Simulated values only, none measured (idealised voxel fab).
process module | voxel capacitor over wiring
cross-section cut | 210 nm wide | cells 5 nm
A cross-section is a grid of square cells, given in bands from the top down. A band is one or more rows of cells.
Each band's line starts with the height of the band's top and of its bottom, in nm. Then come its materials from left to right, each with its width in nm. One material with "throughout" fills the band from edge to edge. "air" is empty space.
Height 0 is the level under which the wafer as received is all one material. The lowest band goes on downwards, as in "0 down".
A width such as "30 to 40" changes by the same amount from each row of cells to the next, from the band's top row to its bottom row.
"no change" after a step means that no cell of the cross-section changed.
closed voids: empty space of 8 cells or more with no open way to the top, each as width x height at its distance from the left edge, in nm
after a step's settings: what the simulator itself notes on the step
overlay nm, on a step with a mask: how far to the right of its planned place the mask lay; to the left if negative
plan
1 op RECEIVE | material Si
2 op CONFORMAL_DEP | material SiO2 | thk nm 15
3 op CONFORMAL_DEP | material SiN | thk nm 5
4 op DIRECTIONAL_DEP | material SiO2 | thk nm 25
5 op PATTERN | tone open | mask id METAL_1 | material resist | width nm 30 | pitch nm 95 | thk nm 20 | overlay nm 0
6 op DIRECTIONAL_ETCH | etch materials SiO2 | depth nm 25
7 op DIRECTIONAL_ETCH | etch materials SiN | depth nm 5
8 op STRIP | etch materials resist
9 op CONFORMAL_DEP | material TiN | thk nm 5
10 op FILL_DEP | material Cu | thk nm 10
11 op CMP | height nm 45
12 op EPI | material Ru | thk nm 5
13 op FILL_DEP | material SiCN | thk nm 5
14 op DIRECTIONAL_DEP | material lowk | thk nm 15
15 op PATTERN | tone open | mask id PLUG_1 | material resist | width nm 15 | thk nm 15 | overlay nm 0
16 op DIRECTIONAL_ETCH | etch materials lowk | depth nm 15
17 op DIRECTIONAL_ETCH | etch materials SiCN | depth nm 5
18 op STRIP | etch materials resist
19 op CONFORMAL_DEP | material TiN | thk nm 5
20 op FILL_DEP | material Cu | thk nm 10
21 op CMP | height nm 70
22 op DIRECTIONAL_DEP | material TiN | thk nm 10
23 op DIRECTIONAL_DEP | material Al2O3 | thk nm 5
24 op DIRECTIONAL_DEP | material TiN | thk nm 10
25 op MASKED_ETCH | tone cover | mask id UPPER_PLATE | width nm 70 | etch materials TiN | depth nm 10 | overlay nm 0
26 op MASKED_ETCH | tone cover | mask id UPPER_PLATE | width nm 70 | etch materials Al2O3 | depth nm 5 | overlay nm 0
27 op DIRECTIONAL_DEP | material aC | thk nm 15
28 op PATTERN | tone cover | mask id LOWER_PLATE | material resist | width nm 80 | thk nm 30 | overlay nm 0
29 op DIRECTIONAL_ETCH | etch materials aC | depth nm 15
30 op STRIP | etch materials resist
31 op DIRECTIONAL_ETCH | etch materials TiN | depth nm 10
32 op STRIP | etch materials aC
33 op FILL_DEP | material SiO2 | thk nm 20
34 op CMP | height nm 110
35 op MASKED_ETCH | tone open | mask id PLUG_2 | width nm 15 | etch materials SiO2 | depth nm 15 | overlay nm 0
36 op CONFORMAL_DEP | material TiN | thk nm 5
37 op FILL_DEP | material Cu | thk nm 10
38 op CMP | height nm 110
39 op CONFORMAL_DEP | material SiCN | thk nm 5
first wafer, as planned
as received, after step 1
  0 down: Si throughout
  closed voids: none
after step 2
  15 to 0: SiO2 throughout
  below 0: unchanged
after step 3
  20 to 15: SiN throughout
  below 15: unchanged
after step 4
  45 to 20: SiO2 throughout
  below 20: unchanged
after step 5
  65 to 45: resist 40 | air 30 | resist 65 | air 30 | resist 45
  below 45: unchanged
after step 6
  65 to 45: resist 40 | air 30 | resist 65 | air 30 | resist 45
  45 to 20: SiO2 40 | air 30 | SiO2 65 | air 30 | SiO2 45
  below 20: unchanged
after step 7
  65 to 45: resist 40 | air 30 | resist 65 | air 30 | resist 45
  45 to 20: SiO2 40 | air 30 | SiO2 65 | air 30 | SiO2 45
  20 to 15: SiN 40 | air 30 | SiN 65 | air 30 | SiN 45
  below 15: unchanged
after step 8
  45 to 20: SiO2 40 | air 30 | SiO2 65 | air 30 | SiO2 45
  below 20: unchanged
after step 9
  50 to 45: TiN 45 | air 20 | TiN 75 | air 20 | TiN 50
  45 to 20: SiO2 40 | TiN 5 | air 20 | TiN 5 | SiO2 65 | TiN 5 | air 20 | TiN 5 | SiO2 45
  20 to 15: SiN 40 | TiN 30 | SiN 65 | TiN 30 | SiN 45
  below 15: unchanged
after step 10
  60 to 50: Cu throughout
  50 to 45: TiN 45 | Cu 20 | TiN 75 | Cu 20 | TiN 50
  45 to 20: SiO2 40 | TiN 5 | Cu 20 | TiN 5 | SiO2 65 | TiN 5 | Cu 20 | TiN 5 | SiO2 45
  below 20: unchanged
after step 11
  45 to 20: SiO2 40 | TiN 5 | Cu 20 | TiN 5 | SiO2 65 | TiN 5 | Cu 20 | TiN 5 | SiO2 45
  below 20: unchanged
after step 12
  50 to 45: air 35 | Ru 40 | air 55 | Ru 40 | air 40
  below 45: unchanged
after step 13
  55 to 50: SiCN throughout
  50 to 45: SiCN 35 | Ru 40 | SiCN 55 | Ru 40 | SiCN 40
  below 45: unchanged
after step 14
  70 to 55: lowk throughout
  below 55: unchanged
after step 15
  85 to 70: resist 55 | air 15 | resist 140
  below 70: unchanged
after step 16
  85 to 70: resist 55 | air 15 | resist 140
  70 to 55: lowk 55 | air 15 | lowk 140
  below 55: unchanged
after step 17
  85 to 70: resist 55 | air 15 | resist 140
  70 to 55: lowk 55 | air 15 | lowk 140
  55 to 50: SiCN 55 | air 15 | SiCN 140
  below 50: unchanged
after step 18
  70 to 55: lowk 55 | air 15 | lowk 140
  below 55: unchanged
after step 19
  75 to 70: TiN 60 | air 5 | TiN 145
  70 to 55: lowk 55 | TiN 5 | air 5 | TiN 5 | lowk 140
  55 to 50: SiCN 55 | TiN 15 | SiCN 140
  below 50: unchanged
after step 20
  85 to 75: Cu throughout
  75 to 70: TiN 60 | Cu 5 | TiN 145
  70 to 55: lowk 55 | TiN 5 | Cu 5 | TiN 5 | lowk 140
  below 55: unchanged
after step 21
  70 to 55: lowk 55 | TiN 5 | Cu 5 | TiN 5 | lowk 140
  below 55: unchanged
after step 22
  80 to 70: TiN throughout
  below 70: unchanged
after step 23
  85 to 80: Al2O3 throughout
  below 80: unchanged
after step 24
  95 to 85: TiN throughout
  below 85: unchanged
after step 25
  95 to 85: air 55 | TiN 70 | air 85
  below 85: unchanged
after step 26
  95 to 85: air 55 | TiN 70 | air 85
  85 to 80: air 55 | Al2O3 70 | air 85
  below 80: unchanged
after step 27
  110 to 95: air 55 | aC 70 | air 85
  95 to 85: aC 55 | TiN 70 | aC 85
  85 to 80: aC 55 | Al2O3 70 | aC 85
  below 80: unchanged
after step 28
  140 to 110: air 50 | resist 80 | air 80
  110 to 95: air 50 | resist 5 | aC 70 | resist 5 | air 80
  below 95: unchanged
after step 29
  125 to 110: air 50 | resist 80 | air 80
  110 to 95: air 50 | resist 5 | aC 70 | resist 5 | air 80
  95 to 85: air 50 | aC 5 | TiN 70 | aC 5 | air 80
  85 to 80: air 50 | aC 5 | Al2O3 70 | aC 5 | air 80
  below 80: unchanged
after step 30
  110 to 95: air 55 | aC 70 | air 85
  below 95: unchanged
after step 31
  110 to 95: air 55 | aC 70 | air 85
  95 to 85: air 50 | aC 5 | TiN 70 | aC 5 | air 80
  85 to 80: air 50 | aC 5 | Al2O3 70 | aC 5 | air 80
  80 to 70: air 50 | TiN 80 | air 80
  below 70: unchanged
after step 32
  95 to 85: air 55 | TiN 70 | air 85
  85 to 80: air 55 | Al2O3 70 | air 85
  below 80: unchanged
after step 33
  115 to 95: SiO2 throughout
  95 to 85: SiO2 55 | TiN 70 | SiO2 85
  85 to 80: SiO2 55 | Al2O3 70 | SiO2 85
  80 to 70: SiO2 50 | TiN 80 | SiO2 80
  below 70: unchanged
after step 34
  110 to 95: SiO2 throughout
  below 95: unchanged
after step 35
  110 to 95: SiO2 65 | air 15 | SiO2 130
  below 95: unchanged
after step 36
  115 to 110: TiN 70 | air 5 | TiN 135
  110 to 100: SiO2 65 | TiN 5 | air 5 | TiN 5 | SiO2 130
  100 to 95: SiO2 65 | TiN 15 | SiO2 130
  below 95: unchanged
after step 37
  125 to 115: Cu throughout
  115 to 110: TiN 70 | Cu 5 | TiN 135
  110 to 100: SiO2 65 | TiN 5 | Cu 5 | TiN 5 | SiO2 130
  below 100: unchanged
after step 38
  110 to 100: SiO2 65 | TiN 5 | Cu 5 | TiN 5 | SiO2 130
  below 100: unchanged
after step 39
  115 to 110: SiCN throughout
  below 110: unchanged
second wafer: like start, like plan, one mistake. Through step 24 it matches the first wafer
when step 25 should have ended
  95 to 85: air 60 | TiN 65 | air 85
  below 85: unchanged
when step 26 should have ended
  95 to 85: air 60 | TiN 65 | air 85
  85 to 80: air 55 | Al2O3 70 | air 85
  below 80: unchanged
when step 27 should have ended
  110 to 100: air 60 | aC 65 | air 85
  100 to 95: air 55 | aC 70 | air 85
  95 to 85: aC 60 | TiN 65 | aC 85
  85 to 80: aC 55 | Al2O3 70 | aC 85
  below 80: unchanged
when step 28 should have ended
  140 to 110: air 50 | resist 80 | air 80
  110 to 100: air 50 | resist 10 | aC 65 | resist 5 | air 80
  100 to 95: air 50 | resist 5 | aC 70 | resist 5 | air 80
  below 95: unchanged
when step 29 should have ended
  125 to 110: air 50 | resist 80 | air 80
  110 to 100: air 50 | resist 10 | aC 65 | resist 5 | air 80
  100 to 95: air 50 | resist 5 | aC 70 | resist 5 | air 80
  95 to 85: air 50 | aC 10 | TiN 65 | aC 5 | air 80
  85 to 80: air 50 | aC 5 | Al2O3 70 | aC 5 | air 80
  below 80: unchanged
when step 30 should have ended
  110 to 100: air 60 | aC 65 | air 85
  100 to 95: air 55 | aC 70 | air 85
  below 95: unchanged
when step 31 should have ended
  110 to 100: air 60 | aC 65 | air 85
  100 to 95: air 55 | aC 70 | air 85
  95 to 85: air 50 | aC 10 | TiN 65 | aC 5 | air 80
  85 to 80: air 50 | aC 5 | Al2O3 70 | aC 5 | air 80
  80 to 70: air 50 | TiN 80 | air 80
  below 70: unchanged
when step 32 should have ended
  95 to 85: air 60 | TiN 65 | air 85
  85 to 80: air 55 | Al2O3 70 | air 85
  below 80: unchanged
when step 33 should have ended
  115 to 95: SiO2 throughout
  95 to 85: SiO2 60 | TiN 65 | SiO2 85
  85 to 80: SiO2 55 | Al2O3 70 | SiO2 85
  80 to 70: SiO2 50 | TiN 80 | SiO2 80
  below 70: unchanged
when step 34 should have ended
  110 to 95: SiO2 throughout
  below 95: unchanged
when step 35 should have ended
  110 to 95: SiO2 65 | air 15 | SiO2 130
  below 95: unchanged
when step 36 should have ended
  115 to 110: TiN 70 | air 5 | TiN 135
  110 to 100: SiO2 65 | TiN 5 | air 5 | TiN 5 | SiO2 130
  100 to 95: SiO2 65 | TiN 15 | SiO2 130
  below 95: unchanged
when step 37 should have ended
  125 to 115: Cu throughout
  115 to 110: TiN 70 | Cu 5 | TiN 135
  110 to 100: SiO2 65 | TiN 5 | Cu 5 | TiN 5 | SiO2 130
  below 100: unchanged
when step 38 should have ended
  110 to 100: SiO2 65 | TiN 5 | Cu 5 | TiN 5 | SiO2 130
  below 100: unchanged
when step 39 should have ended
  115 to 110: SiCN throughout
  below 110: unchanged
what went wrong: step 25 ran as: op MASKED_ETCH | tone cover | mask id UPPER_PLATE | width nm 65 | etch materials TiN | depth nm 10 | overlay nm 0
at the end the second wafer has, in cells: 2 more of SiO2 | 2 fewer of TiN
